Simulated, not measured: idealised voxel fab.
Proc. module: voxel gate over fins
Cross-section cut: width 260 nm, square cells of 5 nm.
Cross-section = grid of square cells, listed top down in bands; band = one or more rows.
First you get the band's top height and its bottom height, in nm, and then the materials it's made of, left to right, with each width in nm. If you see a single material with "everywhere", that one covers the band edge to edge. "blank" is empty space.
The level at which height equals 0 is the one under which the wafer, as it arrives, is entirely one material. No lower edge exists for the bottom band, which continues downward and is notated as in "top 0, no bottom".
The notation "30..40" denotes a width that varies across the rows of cells in the band, beginning at the first number in the top row, finishing at the second number in the bottom row, and changing by an identical amount from each row to the next.
For the purposes of this document, the phrase "stayed the same" attached to a step denotes that no cell within the cross-section was modified by that step.
Under "Unvented cavities" you'll find the enclosed gaps, the ones with no way out to the top, that are 8 cells or bigger; each reads width x height at distance, with distance counted from the left edge, everything in nm.
Formally, on a step line, whatever follows the settings is a remark that the simulator itself makes on the step.
overlay nm: on a step with a mask, how far right of its planned place the mask lay; negative means left.
Read the rest as pairs. Take the cross-section before one process step, then the cross-section after it, which shows only down to the lowest band that changed. Under the pair, find the step between them and its settings. Bear in mind that pairs may come from different runs of this module on the same starting wafer: link a pair to the pair above it only where its entry headed "Pre-step cross-section" says to.

# Pre-step cross-section
  top 5, bottom 0 = blank 60  HfO2 15  blank 45  HfO2 15  blank 45  HfO2 15  blank 65
  top 0, bottom -10 = blank 60  HfO2 5  Si 5  HfO2 5  blank 45  HfO2 5  Si 5  HfO2 5  blank 45  HfO2 5  Si 5  HfO2 5  blank 65
  top -10, bottom -15 = HfO2 65  Si 5  HfO2 55  Si 5  HfO2 55  Si 5  HfO2 70
  top -15, bottom -25 = SiO2 65  Si 5  SiO2 55  Si 5  SiO2 55  Si 5  SiO2 70
  top -25, bottom -30 = SiO2 65  Si 5  SiO2 20  TiN 5  Ru 5  TiN 5  SiO2 20  Si 5  SiO2 55  Si 5  SiO2 70
  top -30, bottom -35 = SiO2 65  Si 5  SiO2 20  TiN 15  SiO2 20  Si 5  SiO2 55  Si 5  SiO2 70
  top -35, bottom -45 = SiO2 65  Si 5  SiO2 55  Si 5  SiO2 55  Si 5  SiO2 70
  top -45, no bottom = Si everywhere
  Unvented cavities: none

# Post-Process Section
  top 10, bottom 5 = blank 55  TiAl 25  blank 35  TiAl 25  blank 35  TiAl 25  blank 60
  top 5, bottom 0 = blank 55  TiAl 5  HfO2 15  TiAl 5  blank 35  TiAl 5  HfO2 15  TiAl 5  blank 35  TiAl 5  HfO2 15  TiAl 5  blank 60
  top 0, bottom -5 = blank 55  TiAl 5  HfO2 5  Si 5  HfO2 5  TiAl 5  blank 35  TiAl 5  HfO2 5  Si 5  HfO2 5  TiAl 5  blank 35  TiAl 5  HfO2 5  Si 5  HfO2 5  TiAl 5  blank 60
  top -5, bottom -10 = TiAl 60  HfO2 5  Si 5  HfO2 5  TiAl 45  HfO2 5  Si 5  HfO2 5  TiAl 45  HfO2 5  Si 5  HfO2 5  TiAl 65
  Beneath the level -10, the cross-section is identical to its previous state.
  Unvented cavities: none
The process step separating the two cross-sections depicted above is as follows: CONFORMAL_DEP: material TiAl, thk nm 5

Pre-step cross-section: this step begins from the cross-section that the pair just above shows after its step.

# Post-Process Section
  top 15, bottom 10 = blank 50  TiN 35  blank 25  TiN 35  blank 25  TiN 35  blank 55
  top 10, bottom 5 = blank 50  TiN 5  TiAl 25  TiN 5  blank 25  TiN 5  TiAl 25  TiN 5  blank 25  TiN 5  TiAl 25  TiN 5  blank 55
  top 5, bottom 0 = blank 50  TiN 5  TiAl 5  HfO2 15  TiAl 5  TiN 5  blank 25  TiN 5  TiAl 5  HfO2 15  TiAl 5  TiN 5  blank 25  TiN 5  TiAl 5  HfO2 15  TiAl 5  TiN 5  blank 55
  top 0, bottom -5 = TiN 55  TiAl 5  HfO2 5  Si 5  HfO2 5  TiAl 5  TiN 35  TiAl 5  HfO2 5  Si 5  HfO2 5  TiAl 5  TiN 35  TiAl 5  HfO2 5  Si 5  HfO2 5  TiAl 5  TiN 60
  Beneath the level -5, the cross-section is identical to its previous state.
  Unvented cavities: none
The process step separating the two cross-sections depicted above is as follows: CONFORMAL_DEP: material TiN, thk nm 5

Pre-step cross-section: this step begins from the cross-section that the pair just above shows after its step.

# Post-Process Section
  top 20, bottom 10 = blank 45  TiN 45  blank 15  TiN 45  blank 15  TiN 45  blank 50
  top 10, bottom 5 = blank 45  TiN 10  TiAl 25  TiN 10  blank 15  TiN 10  TiAl 25  TiN 10  blank 15  TiN 10  TiAl 25  TiN 10  blank 50
  top 5, bottom 0 = TiN 55  TiAl 5  HfO2 15  TiAl 5  TiN 35  TiAl 5  HfO2 15  TiAl 5  TiN 35  TiAl 5  HfO2 15  TiAl 5  TiN 60
  Beneath the level 0, the cross-section is identical to its previous state.
  Unvented cavities: none
The process step separating the two cross-sections depicted above is as follows: CONFORMAL_DEP: material TiN, thk nm 5

Pre-step cross-section: this step begins from the cross-section that the pair just above shows after its step.

# Post-Process Section
  top 35, bottom 20 = W everywhere
  top 20, bottom 10 = W 45  TiN 45  W 15  TiN 45  W 15  TiN 45  W 50
  top 10, bottom 5 = W 45  TiN 10  TiAl 25  TiN 10  W 15  TiN 10  TiAl 25  TiN 10  W 15  TiN 10  TiAl 25  TiN 10  W 50
  Beneath the level 5, the cross-section is identical to its previous state.
  Unvented cavities: none
The process step separating the two cross-sections depicted above is as follows: FILL_DEP: material W, thk nm 15

Pre-step cross-section: this step begins from the cross-section that the pair just above shows after its step.

# Post-Process Section
  top 30, bottom 20 = W everywhere
  Beneath the level 20, the cross-section is identical to its previous state.
  Unvented cavities: none
The process step separating the two cross-sections depicted above is as follows: CMP: height nm 30

Pre-step cross-section: this step begins from the cross-section that the pair just above shows after its step.

# Post-Process Section
  top 40, bottom 30 = SiCN everywhere
  Beneath the level 30, the cross-section is identical to its previous state.
  Unvented cavities: none
The process step separating the two cross-sections depicted above is as follows: CONFORMAL_DEP: material SiCN, thk nm 10

# Pre-step cross-section
  top 25, bottom 5 = blank 60  resist 15  blank 45  resist 15  blank 45  resist 15  blank 65
  top 5, bottom 0 = blank 60  SiN 15  blank 45  SiN 15  blank 45  SiN 15  blank 65
  top 0, no bottom = Si everywhere
  Unvented cavities: none

# Post-Process Section
  top 25, bottom 5 = blank 60  resist 15  blank 45  resist 15  blank 45  resist 15  blank 65
  top 5, bottom 0 = blank 60  SiN 15  blank 45  SiN 15  blank 45  SiN 15  blank 65
  top 0, bottom -45 = blank 60  Si 15  blank 45  Si 15  blank 45  Si 15  blank 65
  Beneath the level -45, the cross-section is identical to its previous state.
  Unvented cavities: none
The process step separating the two cross-sections depicted above is as follows: DIRECTIONAL_ETCH: etch materials Si, depth nm 45

Pre-step cross-section: this step begins from the cross-section that the pair just above shows after its step.

# Post-Process Section
  top 5, bottom 0 = blank 60  SiN 15  blank 45  SiN 15  blank 45  SiN 15  blank 65
  Beneath the level 0, the cross-section is identical to its previous state.
  Unvented cavities: none
The process step separating the two cross-sections depicted above is as follows: STRIP: etch materials resist

Pre-step cross-section: this step begins from the cross-section that the pair just above shows after its step.

# Post-Process Section
  top 5, bottom 0 = blank 60  SiN 15  blank 45  SiN 15  blank 45  SiN 15  blank 65
  top 0, bottom -45 = blank 60  SiO2 5  Si 5  SiO2 5  blank 45  SiO2 5  Si 5  SiO2 5  blank 45  SiO2 5  Si 5  SiO2 5  blank 65
  top -45, bottom -50 = SiO2 65  Si 5  SiO2 55  Si 5  SiO2 55  Si 5  SiO2 70
  Beneath the level -50, the cross-section is identical to its previous state.
  Unvented cavities: none
The process step separating the two cross-sections depicted above is as follows: OXIDIZE: depth nm 5

Pre-step cross-section: this step begins from the cross-section that the pair just above shows after its step.

# Post-Process Section
  top 15, bottom 5 = SiO2 everywhere
  top 5, bottom 0 = SiO2 60  SiN 15  SiO2 45  SiN 15  SiO2 45  SiN 15  SiO2 65
  top 0, bottom -50 = SiO2 65  Si 5  SiO2 55  Si 5  SiO2 55  Si 5  SiO2 70
  Beneath the level -50, the cross-section is identical to its previous state.
  Unvented cavities: none
The process step separating the two cross-sections depicted above is as follows: FILL_DEP: material SiO2, thk nm 10

Pre-step cross-section: this step begins from the cross-section that the pair just above shows after its step.

# Post-Process Section
  top 5, bottom 0 = SiO2 60  SiN 15  SiO2 45  SiN 15  SiO2 45  SiN 15  SiO2 65
  Beneath the level 0, the cross-section is identical to its previous state.
  Unvented cavities: none
The process step separating the two cross-sections depicted above is as follows: CMP: height nm 5

Pre-step cross-section: this step begins from the cross-section that the pair just above shows after its step.

# Post-Process Section
  top 20, bottom 5 = resist 90  blank 15  resist 155
  Beneath the level 5, the cross-section is identical to its previous state.
  Unvented cavities: none
The process step separating the two cross-sections depicted above is as follows: PATTERN: tone open, mask id RAIL, material resist, width nm 15, thk nm 15, overlay nm 0

Pre-step cross-section: this step begins from the cross-section that the pair just above shows after its step.

# Post-Process Section
  top 20, bottom 5 = resist 90  blank 15  resist 155
  top 5, bottom 0 = SiO2 60  SiN 15  SiO2 15  blank 15  SiO2 15  SiN 15  SiO2 45  SiN 15  SiO2 65
  top 0, bottom -35 = SiO2 65  Si 5  SiO2 20  blank 15  SiO2 20  Si 5  SiO2 55  Si 5  SiO2 70
  Beneath the level -35, the cross-section is identical to its previous state.
  Unvented cavities: none
The process step separating the two cross-sections depicted above is as follows: DIRECTIONAL_ETCH: etch materials SiO2, depth nm 40

Pre-step cross-section: this step begins from the cross-section that the pair just above shows after its step.

# Post-Process Section
  top 5, bottom 0 = SiO2 60  SiN 15  SiO2 15  blank 15  SiO2 15  SiN 15  SiO2 45  SiN 15  SiO2 65
  Beneath the level 0, the cross-section is identical to its previous state.
  Unvented cavities: none
The process step separating the two cross-sections depicted above is as follows: STRIP: etch materials resist

Pre-step cross-section: this step begins from the cross-section that the pair just above shows after its step.

# Post-Process Section
  top 10, bottom 5 = TiN 95  blank 5  TiN 160
  top 5, bottom 0 = SiO2 60  SiN 15  SiO2 15  TiN 5  blank 5  TiN 5  SiO2 15  SiN 15  SiO2 45  SiN 15  SiO2 65
  top 0, bottom -30 = SiO2 65  Si 5  SiO2 20  TiN 5  blank 5  TiN 5  SiO2 20  Si 5  SiO2 55  Si 5  SiO2 70
  top -30, bottom -35 = SiO2 65  Si 5  SiO2 20  TiN 15  SiO2 20  Si 5  SiO2 55  Si 5  SiO2 70
  Beneath the level -35, the cross-section is identical to its previous state.
  Unvented cavities: none
The process step separating the two cross-sections depicted above is as follows: CONFORMAL_DEP: material TiN, thk nm 5

Pre-step cross-section: this step begins from the cross-section that the pair just above shows after its step.

# Post-Process Section
  top 15, bottom 10 = Ru everywhere
  top 10, bottom 5 = TiN 95  Ru 5  TiN 160
  top 5, bottom 0 = SiO2 60  SiN 15  SiO2 15  TiN 5  Ru 5  TiN 5  SiO2 15  SiN 15  SiO2 45  SiN 15  SiO2 65
  top 0, bottom -30 = SiO2 65  Si 5  SiO2 20  TiN 5  Ru 5  TiN 5  SiO2 20  Si 5  SiO2 55  Si 5  SiO2 70
  Beneath the level -30, the cross-section is identical to its previous state.
  Unvented cavities: none
The process step separating the two cross-sections depicted above is as follows: FILL_DEP: material Ru, thk nm 5

Pre-step cross-section: this step begins from the cross-section that the pair just above shows after its step.

# Post-Process Section
  top 5, bottom 0 = SiO2 60  SiN 15  SiO2 15  TiN 5  Ru 5  TiN 5  SiO2 15  SiN 15  SiO2 45  SiN 15  SiO2 65
  Beneath the level 0, the cross-section is identical to its previous state.
  Unvented cavities: none
The process step separating the two cross-sections depicted above is as follows: CMP: height nm 5

Pre-step cross-section: this step begins from the cross-section that the pair just above shows after its step.

# Post-Process Section
  top 5, bottom 0 = SiO2 60  SiN 15  SiO2 15  blank 15  SiO2 15  SiN 15  SiO2 45  SiN 15  SiO2 65
  top 0, bottom -25 = SiO2 65  Si 5  SiO2 20  blank 15  SiO2 20  Si 5  SiO2 55  Si 5  SiO2 70
  Beneath the level -25, the cross-section is identical to its previous state.
  Unvented cavities: none
The process step separating the two cross-sections depicted above is as follows: SELECTIVE_ETCH: etch materials W Ru TiN, depth nm 30

Pre-step cross-section: this step begins from the cross-section that the pair just above shows after its step.

# Post-Process Section
  top 10, bottom 5 = SiO2 everywhere
  top 5, bottom 0 = SiO2 60  SiN 15  SiO2 45  SiN 15  SiO2 45  SiN 15  SiO2 65
  top 0, bottom -25 = SiO2 65  Si 5  SiO2 55  Si 5  SiO2 55  Si 5  SiO2 70
  Beneath the level -25, the cross-section is identical to its previous state.
  Unvented cavities: none
The process step separating the two cross-sections depicted above is as follows: FILL_DEP: material SiO2, thk nm 5

Pre-step cross-section: this step begins from the cross-section that the pair just above shows after its step.

# Post-Process Section
  top 5, bottom 0 = SiO2 60  SiN 15  SiO2 45  SiN 15  SiO2 45  SiN 15  SiO2 65
  Beneath the level 0, the cross-section is identical to its previous state.
  Unvented cavities: none
The process step separating the two cross-sections depicted above is as follows: CMP: height nm 5

Pre-step cross-section: this step begins from the cross-section that the pair just above shows after its step.

# Post-Process Section
  top 5, bottom 0 = blank 60  SiN 15  blank 45  SiN 15  blank 45  SiN 15  blank 65
  top 0, bottom -15 = blank 65  Si 5  blank 55  Si 5  blank 55  Si 5  blank 70
  Beneath the level -15, the cross-section is identical to its previous state.
  Unvented cavities: none
The process step separating the two cross-sections depicted above is as follows: SELECTIVE_ETCH: etch materials SiO2, depth nm 20

Pre-step cross-section: this step begins from the cross-section that the pair just above shows after its step.

# Post-Process Section
  top 0, bottom -15 = blank 65  Si 5  blank 55  Si 5  blank 55  Si 5  blank 70
  Beneath the level -15, the cross-section is identical to its previous state.
  Unvented cavities: none
The process step separating the two cross-sections depicted above is as follows: STRIP: etch materials SiN

Pre-step cross-section: this step begins from the cross-section that the pair just above shows after its step.

# Post-Process Section
  top 5, bottom 0 = blank 60  HfO2 15  blank 45  HfO2 15  blank 45  HfO2 15  blank 65
  top 0, bottom -10 = blank 60  HfO2 5  Si 5  HfO2 5  blank 45  HfO2 5  Si 5  HfO2 5  blank 45  HfO2 5  Si 5  HfO2 5  blank 65
  top -10, bottom -15 = HfO2 65  Si 5  HfO2 55  Si 5  HfO2 55  Si 5  HfO2 70
  Beneath the level -15, the cross-section is identical to its previous state.
  Unvented cavities: none
The process step separating the two cross-sections depicted above is as follows: CONFORMAL_DEP: material HfO2, thk nm 5

Pre-step cross-section: this step begins from the cross-section that the pair just above shows after its step.

# Post-Process Section
  top 10, bottom 5 = blank 55  TiN 25  blank 35  TiN 25  blank 35  TiN 25  blank 60
  top 5, bottom 0 = blank 55  TiN 5  HfO2 15  TiN 5  blank 35  TiN 5  HfO2 15  TiN 5  blank 35  TiN 5  HfO2 15  TiN 5  blank 60
  top 0, bottom -5 = blank 55  TiN 5  HfO2 5  Si 5  HfO2 5  TiN 5  blank 35  TiN 5  HfO2 5  Si 5  HfO2 5  TiN 5  blank 35  TiN 5  HfO2 5  Si 5  HfO2 5  TiN 5  blank 60
  top -5, bottom -10 = TiN 60  HfO2 5  Si 5  HfO2 5  TiN 45  HfO2 5  Si 5  HfO2 5  TiN 45  HfO2 5  Si 5  HfO2 5  TiN 65
  Beneath the level -10, the cross-section is identical to its previous state.
  Unvented cavities: none
The process step separating the two cross-sections depicted above is as follows: CONFORMAL_DEP: material TiN, thk nm 5

Pre-step cross-section: this step begins from the cross-section that the pair just above shows after its step.

# Post-Process Section
  top 15, bottom 10 = blank 50  TiAl 35  blank 25  TiAl 35  blank 25  TiAl 35  blank 55
  top 10, bottom 5 = blank 50  TiAl 5  TiN 25  TiAl 5  blank 25  TiAl 5  TiN 25  TiAl 5  blank 25  TiAl 5  TiN 25  TiAl 5  blank 55
  top 5, bottom 0 = blank 50  TiAl 5  TiN 5  HfO2 15  TiN 5  TiAl 5  blank 25  TiAl 5  TiN 5  HfO2 15  TiN 5  TiAl 5  blank 25  TiAl 5  TiN 5  HfO2 15  TiN 5  TiAl 5  blank 55
  top 0, bottom -5 = TiAl 55  TiN 5  HfO2 5  Si 5  HfO2 5  TiN 5  TiAl 35  TiN 5  HfO2 5  Si 5  HfO2 5  TiN 5  TiAl 35  TiN 5  HfO2 5  Si 5  HfO2 5  TiN 5  TiAl 60
  Beneath the level -5, the cross-section is identical to its previous state.
  Unvented cavities: none
The process step separating the two cross-sections depicted above is as follows: CONFORMAL_DEP: material TiAl, thk nm 5

Pre-step cross-section: this step begins from the cross-section that the pair just above shows after its step.

# Post-Process Section
  top 20, bottom 15 = blank 45  TiN 45  blank 15  TiN 45  blank 15  TiN 45  blank 50
  top 15, bottom 10 = blank 45  TiN 5  TiAl 35  TiN 5  blank 15  TiN 5  TiAl 35  TiN 5  blank 15  TiN 5  TiAl 35  TiN 5  blank 50
  top 10, bottom 5 = blank 45  TiN 5  TiAl 5  TiN 25  TiAl 5  TiN 5  blank 15  TiN 5  TiAl 5  TiN 25  TiAl 5  TiN 5  blank 15  TiN 5  TiAl 5  TiN 25  TiAl 5  TiN 5  blank 50
  top 5, bottom 0 = TiN 50  TiAl 5  TiN 5  HfO2 15  TiN 5  TiAl 5  TiN 25  TiAl 5  TiN 5  HfO2 15  TiN 5  TiAl 5  TiN 25  TiAl 5  TiN 5  HfO2 15  TiN 5  TiAl 5  TiN 55
  Beneath the level 0, the cross-section is identical to its previous state.
  Unvented cavities: none
The process step separating the two cross-sections depicted above is as follows: CONFORMAL_DEP: material TiN, thk nm 5

Pre-step cross-section: this step begins from the cross-section that the pair just above shows after its step.

# Post-Process Section
  top 35, bottom 20 = W everywhere
  top 20, bottom 15 = W 45  TiN 45  W 15  TiN 45  W 15  TiN 45  W 50
  top 15, bottom 10 = W 45  TiN 5  TiAl 35  TiN 5  W 15  TiN 5  TiAl 35  TiN 5  W 15  TiN 5  TiAl 35  TiN 5  W 50
  top 10, bottom 5 = W 45  TiN 5  TiAl 5  TiN 25  TiAl 5  TiN 5  W 15  TiN 5  TiAl 5  TiN 25  TiAl 5  TiN 5  W 15  TiN 5  TiAl 5  TiN 25  TiAl 5  TiN 5  W 50
  Beneath the level 5, the cross-section is identical to its previous state.
  Unvented cavities: none
The process step separating the two cross-sections depicted above is as follows: FILL_DEP: material W, thk nm 15

Pre-step cross-section: this step begins from the cross-section that the pair just above shows after its step.

# Post-Process Section
  top 30, bottom 20 = W everywhere
  Beneath the level 20, the cross-section is identical to its previous state.
  Unvented cavities: none
The process step separating the two cross-sections depicted above is as follows: CMP: height nm 30

Pre-step cross-section: this step begins from the cross-section that the pair just above shows after its step.

# Post-Process Section
  top 40, bottom 30 = SiCN everywhere
  Beneath the level 30, the cross-section is identical to its previous state.
  Unvented cavities: none
The process step separating the two cross-sections depicted above is as follows: CONFORMAL_DEP: material SiCN, thk nm 10

# Pre-step cross-section
  top 5, bottom 0 = SiO2 60  SiN 15  SiO2 45  SiN 15  SiO2 45  SiN 15  SiO2 65
  top 0, bottom -45 = SiO2 65  Si 5  SiO2 55  Si 5  SiO2 55  Si 5  SiO2 70
  top -45, no bottom = Si everywhere
  Unvented cavities: none

# Post-Process Section
  top 20, bottom 5 = resist 85  blank 25  resist 150
  Beneath the level 5, the cross-section is identical to its previous state.
  Unvented cavities: none
The process step separating the two cross-sections depicted above is as follows: PATTERN: tone open, mask id RAIL, material resist, width nm 25, thk nm 15, overlay nm 0

Pre-step cross-section: this step begins from the cross-section that the pair just above shows after its step.

# Post-Process Section
  top 20, bottom 5 = resist 85  blank 25  resist 150
  top 5, bottom 0 = SiO2 60  SiN 15  SiO2 10  blank 25  SiO2 10  SiN 15  SiO2 45  SiN 15  SiO2 65
  top 0, bottom -35 = SiO2 65  Si 5  SiO2 15  blank 25  SiO2 15  Si 5  SiO2 55  Si 5  SiO2 70
  Beneath the level -35, the cross-section is identical to its previous state.
  Unvented cavities: none
The process step separating the two cross-sections depicted above is as follows: DIRECTIONAL_ETCH: etch materials SiO2, depth nm 40

Pre-step cross-section: this step begins from the cross-section that the pair just above shows after its step.

# Post-Process Section
  top 5, bottom 0 = SiO2 60  SiN 15  SiO2 10  blank 25  SiO2 10  SiN 15  SiO2 45  SiN 15  SiO2 65
  Beneath the level 0, the cross-section is identical to its previous state.
  Unvented cavities: none
The process step separating the two cross-sections depicted above is as follows: STRIP: etch materials resist

Pre-step cross-section: this step begins from the cross-section that the pair just above shows after its step.

# Post-Process Section
  top 10, bottom 5 = TiN 90  blank 15  TiN 155
  top 5, bottom 0 = SiO2 60  SiN 15  SiO2 10  TiN 5  blank 15  TiN 5  SiO2 10  SiN 15  SiO2 45  SiN 15  SiO2 65
  top 0, bottom -30 = SiO2 65  Si 5  SiO2 15  TiN 5  blank 15  TiN 5  SiO2 15  Si 5  SiO2 55  Si 5  SiO2 70
  top -30, bottom -35 = SiO2 65  Si 5  SiO2 15  TiN 25  SiO2 15  Si 5  SiO2 55  Si 5  SiO2 70
  Beneath the level -35, the cross-section is identical to its previous state.
  Unvented cavities: none
The process step separating the two cross-sections depicted above is as follows: CONFORMAL_DEP: material TiN, thk nm 5

Pre-step cross-section: this step begins from the cross-section that the pair just above shows after its step.

# Post-Process Section
  top 15, bottom 10 = Ru everywhere
  top 10, bottom 5 = TiN 90  Ru 15  TiN 155
  top 5, bottom 0 = SiO2 60  SiN 15  SiO2 10  TiN 5  Ru 15  TiN 5  SiO2 10  SiN 15  SiO2 45  SiN 15  SiO2 65
  top 0, bottom -30 = SiO2 65  Si 5  SiO2 15  TiN 5  Ru 15  TiN 5  SiO2 15  Si 5  SiO2 55  Si 5  SiO2 70
  Beneath the level -30, the cross-section is identical to its previous state.
  Unvented cavities: none
The process step separating the two cross-sections depicted above is as follows: FILL_DEP: material Ru, thk nm 5

Pre-step cross-section: this step begins from the cross-section that the pair just above shows after its step.

# Post-Process Section
  top 5, bottom 0 = SiO2 60  SiN 15  SiO2 10  TiN 5  Ru 15  TiN 5  SiO2 10  SiN 15  SiO2 45  SiN 15  SiO2 65
  Beneath the level 0, the cross-section is identical to its previous state.
  Unvented cavities: none
The process step separating the two cross-sections depicted above is as follows: CMP: height nm 5

Pre-step cross-section: this step begins from the cross-section that the pair just above shows after its step.

# Post-Process Section
  top 5, bottom 0 = SiO2 60  SiN 15  SiO2 10  blank 25  SiO2 10  SiN 15  SiO2 45  SiN 15  SiO2 65
  top 0, bottom -25 = SiO2 65  Si 5  SiO2 15  blank 25  SiO2 15  Si 5  SiO2 55  Si 5  SiO2 70
  Beneath the level -25, the cross-section is identical to its previous state.
  Unvented cavities: none
The process step separating the two cross-sections depicted above is as follows: SELECTIVE_ETCH: etch materials W Ru TiN, depth nm 30

Pre-step cross-section: this step begins from the cross-section that the pair just above shows after its step.

# Post-Process Section
  top 10, bottom 5 = SiO2 everywhere
  top 5, bottom 0 = SiO2 60  SiN 15  SiO2 45  SiN 15  SiO2 45  SiN 15  SiO2 65
  top 0, bottom -25 = SiO2 65  Si 5  SiO2 55  Si 5  SiO2 55  Si 5  SiO2 70
  Beneath the level -25, the cross-section is identical to its previous state.
  Unvented cavities: none
The process step separating the two cross-sections depicted above is as follows: FILL_DEP: material SiO2, thk nm 5

Pre-step cross-section: this step begins from the cross-section that the pair just above shows after its step.

# Post-Process Section
  top 5, bottom 0 = SiO2 60  SiN 15  SiO2 45  SiN 15  SiO2 45  SiN 15  SiO2 65
  Beneath the level 0, the cross-section is identical to its previous state.
  Unvented cavities: none
The process step separating the two cross-sections depicted above is as follows: CMP: height nm 5

Pre-step cross-section: this step begins from the cross-section that the pair just above shows after its step.

# Post-Process Section
  top 5, bottom 0 = blank 60  SiN 15  blank 45  SiN 15  blank 45  SiN 15  blank 65
  top 0, bottom -15 = blank 65  Si 5  blank 55  Si 5  blank 55  Si 5  blank 70
  Beneath the level -15, the cross-section is identical to its previous state.
  Unvented cavities: none
The process step separating the two cross-sections depicted above is as follows: SELECTIVE_ETCH: etch materials SiO2, depth nm 20

Pre-step cross-section: this step begins from the cross-section that the pair just above shows after its step.

# Post-Process Section
  top 0, bottom -15 = blank 65  Si 5  blank 55  Si 5  blank 55  Si 5  blank 70
  Beneath the level -15, the cross-section is identical to its previous state.
  Unvented cavities: none
The process step separating the two cross-sections depicted above is as follows: STRIP: etch materials SiN

Pre-step cross-section: this step begins from the cross-section that the pair just above shows after its step.

# Post-Process Section
  top 5, bottom 0 = blank 60  HfO2 15  blank 45  HfO2 15  blank 45  HfO2 15  blank 65
  top 0, bottom -10 = blank 60  HfO2 5  Si 5  HfO2 5  blank 45  HfO2 5  Si 5  HfO2 5  blank 45  HfO2 5  Si 5  HfO2 5  blank 65
  top -10, bottom -15 = HfO2 65  Si 5  HfO2 55  Si 5  HfO2 55  Si 5  HfO2 70
  Beneath the level -15, the cross-section is identical to its previous state.
  Unvented cavities: none
The process step separating the two cross-sections depicted above is as follows: CONFORMAL_DEP: material HfO2, thk nm 5

Pre-step cross-section: this step begins from the cross-section that the pair just above shows after its step.

# Post-Process Section
  top 10, bottom 5 = blank 55  TiN 25  blank 35  TiN 25  blank 35  TiN 25  blank 60
  top 5, bottom 0 = blank 55  TiN 5  HfO2 15  TiN 5  blank 35  TiN 5  HfO2 15  TiN 5  blank 35  TiN 5  HfO2 15  TiN 5  blank 60
  top 0, bottom -5 = blank 55  TiN 5  HfO2 5  Si 5  HfO2 5  TiN 5  blank 35  TiN 5  HfO2 5  Si 5  HfO2 5  TiN 5  blank 35  TiN 5  HfO2 5  Si 5  HfO2 5  TiN 5  blank 60
  top -5, bottom -10 = TiN 60  HfO2 5  Si 5  HfO2 5  TiN 45  HfO2 5  Si 5  HfO2 5  TiN 45  HfO2 5  Si 5  HfO2 5  TiN 65
  Beneath the level -10, the cross-section is identical to its previous state.
  Unvented cavities: none
The process step separating the two cross-sections depicted above is as follows: CONFORMAL_DEP: material TiN, thk nm 5

Pre-step cross-section: this step begins from the cross-section that the pair just above shows after its step.

# Post-Process Section
  top 15, bottom 10 = blank 50  TiAl 35  blank 25  TiAl 35  blank 25  TiAl 35  blank 55
  top 10, bottom 5 = blank 50  TiAl 5  TiN 25  TiAl 5  blank 25  TiAl 5  TiN 25  TiAl 5  blank 25  TiAl 5  TiN 25  TiAl 5  blank 55
  top 5, bottom 0 = blank 50  TiAl 5  TiN 5  HfO2 15  TiN 5  TiAl 5  blank 25  TiAl 5  TiN 5  HfO2 15  TiN 5  TiAl 5  blank 25  TiAl 5  TiN 5  HfO2 15  TiN 5  TiAl 5  blank 55
  top 0, bottom -5 = TiAl 55  TiN 5  HfO2 5  Si 5  HfO2 5  TiN 5  TiAl 35  TiN 5  HfO2 5  Si 5  HfO2 5  TiN 5  TiAl 35  TiN 5  HfO2 5  Si 5  HfO2 5  TiN 5  TiAl 60
  Beneath the level -5, the cross-section is identical to its previous state.
  Unvented cavities: none
The process step separating the two cross-sections depicted above is as follows: CONFORMAL_DEP: material TiAl, thk nm 5

Pre-step cross-section: this step begins from the cross-section that the pair just above shows after its step.

# Post-Process Section
  top 20, bottom 15 = blank 45  TiN 45  blank 15  TiN 45  blank 15  TiN 45  blank 50
  top 15, bottom 10 = blank 45  TiN 5  TiAl 35  TiN 5  blank 15  TiN 5  TiAl 35  TiN 5  blank 15  TiN 5  TiAl 35  TiN 5  blank 50
  top 10, bottom 5 = blank 45  TiN 5  TiAl 5  TiN 25  TiAl 5  TiN 5  blank 15  TiN 5  TiAl 5  TiN 25  TiAl 5  TiN 5  blank 15  TiN 5  TiAl 5  TiN 25  TiAl 5  TiN 5  blank 50
  top 5, bottom 0 = TiN 50  TiAl 5  TiN 5  HfO2 15  TiN 5  TiAl 5  TiN 25  TiAl 5  TiN 5  HfO2 15  TiN 5  TiAl 5  TiN 25  TiAl 5  TiN 5  HfO2 15  TiN 5  TiAl 5  TiN 55
  Beneath the level 0, the cross-section is identical to its previous state.
  Unvented cavities: none
The process step separating the two cross-sections depicted above is as follows: CONFORMAL_DEP: material TiN, thk nm 5

Pre-step cross-section: this step begins from the cross-section that the pair just above shows after its step.

# Post-Process Section
  top 35, bottom 20 = W everywhere
  top 20, bottom 15 = W 45  TiN 45  W 15  TiN 45  W 15  TiN 45  W 50
  top 15, bottom 10 = W 45  TiN 5  TiAl 35  TiN 5  W 15  TiN 5  TiAl 35  TiN 5  W 15  TiN 5  TiAl 35  TiN 5  W 50
  top 10, bottom 5 = W 45  TiN 5  TiAl 5  TiN 25  TiAl 5  TiN 5  W 15  TiN 5  TiAl 5  TiN 25  TiAl 5  TiN 5  W 15  TiN 5  TiAl 5  TiN 25  TiAl 5  TiN 5  W 50
  Beneath the level 5, the cross-section is identical to its previous state.
  Unvented cavities: none
The process step separating the two cross-sections depicted above is as follows: FILL_DEP: material W, thk nm 15

Pre-step cross-section: this step begins from the cross-section that the pair just above shows after its step.

# Post-Process Section
  top 30, bottom 20 = W everywhere
  Beneath the level 20, the cross-section is identical to its previous state.
  Unvented cavities: none
The process step separating the two cross-sections depicted above is as follows: CMP: height nm 30

Pre-step cross-section: this step begins from the cross-section that the pair just above shows after its step.

# Post-Process Section
  top 40, bottom 30 = SiCN everywhere
  Beneath the level 30, the cross-section is identical to its previous state.
  Unvented cavities: none
The process step separating the two cross-sections depicted above is as follows: CONFORMAL_DEP: material SiCN, thk nm 10

# Pre-step cross-section
  top 5, bottom 0 = SiO2 60  SiN 15  SiO2 45  SiN 15  SiO2 45  SiN 15  SiO2 65
  top 0, bottom -45 = SiO2 65  Si 5  SiO2 55  Si 5  SiO2 55  Si 5  SiO2 70
  top -45, no bottom = Si everywhere
  Unvented cavities: none

# Post-Process Section
  top 20, bottom 5 = resist 95  blank 15  resist 150
  Beneath the level 5, the cross-section is identical to its previous state.
  Unvented cavities: none
The process step separating the two cross-sections depicted above is as follows: PATTERN: tone open, mask id RAIL, material resist, width nm 15, thk nm 15, overlay nm 5

Pre-step cross-section: this step begins from the cross-section that the pair just above shows after its step.

# Post-Process Section
  top 20, bottom 5 = resist 95  blank 15  resist 150
  top 5, bottom 0 = SiO2 60  SiN 15  SiO2 20  blank 15  SiO2 10  SiN 15  SiO2 45  SiN 15  SiO2 65
  top 0, bottom -35 = SiO2 65  Si 5  SiO2 25  blank 15  SiO2 15  Si 5  SiO2 55  Si 5  SiO2 70
  Beneath the level -35, the cross-section is identical to its previous state.
  Unvented cavities: none
The process step separating the two cross-sections depicted above is as follows: DIRECTIONAL_ETCH: etch materials SiO2, depth nm 40
